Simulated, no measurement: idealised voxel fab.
process module | voxel double patterning
cross-section cut | 255 nm wide | cells 5 nm
A cross-section is a grid of square cells, given in bands from the top down. A band is one or more rows of cells.
Each band's line starts with the height of the band's top and of its bottom, in nm. Then come its materials from left to right, each with its width in nm. One material with "throughout" fills the band from edge to edge. "air" is empty space.
Height 0 is the level under which the wafer as received is all one material. The lowest band goes on downwards, as in "0 down".
A width such as "30 to 40" changes by the same amount from each row of cells to the next, from the band's top row to its bottom row.
"no change" after a step means that no cell of the cross-section changed.
closed voids: empty space of 8 cells or more with no open way to the top, each as width x height at its distance from the left edge, in nm
after a step's settings: what the simulator itself notes on the step
overlay nm, on a step with a mask: how far to the right of its planned place the mask lay; to the left if negative
plan
1 op RECEIVE | material Si
2 op CONFORMAL_DEP | material SiO2 | thk nm 10
3 op DIRECTIONAL_DEP | material polySi | thk nm 15
4 op DIRECTIONAL_DEP | material SiCN | thk nm 5
5 op PATTERN | tone open | mask id FIRST | material resist | width nm 15 | pitch nm 50 | thk nm 15 | overlay nm 0
6 op DIRECTIONAL_ETCH | etch materials SiCN | depth nm 5
7 op STRIP | etch materials resist
8 op MASKED_ETCH | tone open | mask id SECOND | width nm 15 | etch materials SiCN | depth nm 5 | overlay nm 0
9 op DIRECTIONAL_ETCH | etch materials polySi | depth nm 15
10 op STRIP | etch materials SiCN
as received, after step 1
  0 down: Si throughout
  closed voids: none
a wafer at the end: this start, this plan, one mistake
  15 to 0: polySi 95 | air 15 | polySi 10 | air 15 | polySi 10 | air 15 | polySi 95
  0 down: Si throughout
  closed voids: none
what went wrong: step 2 was left out
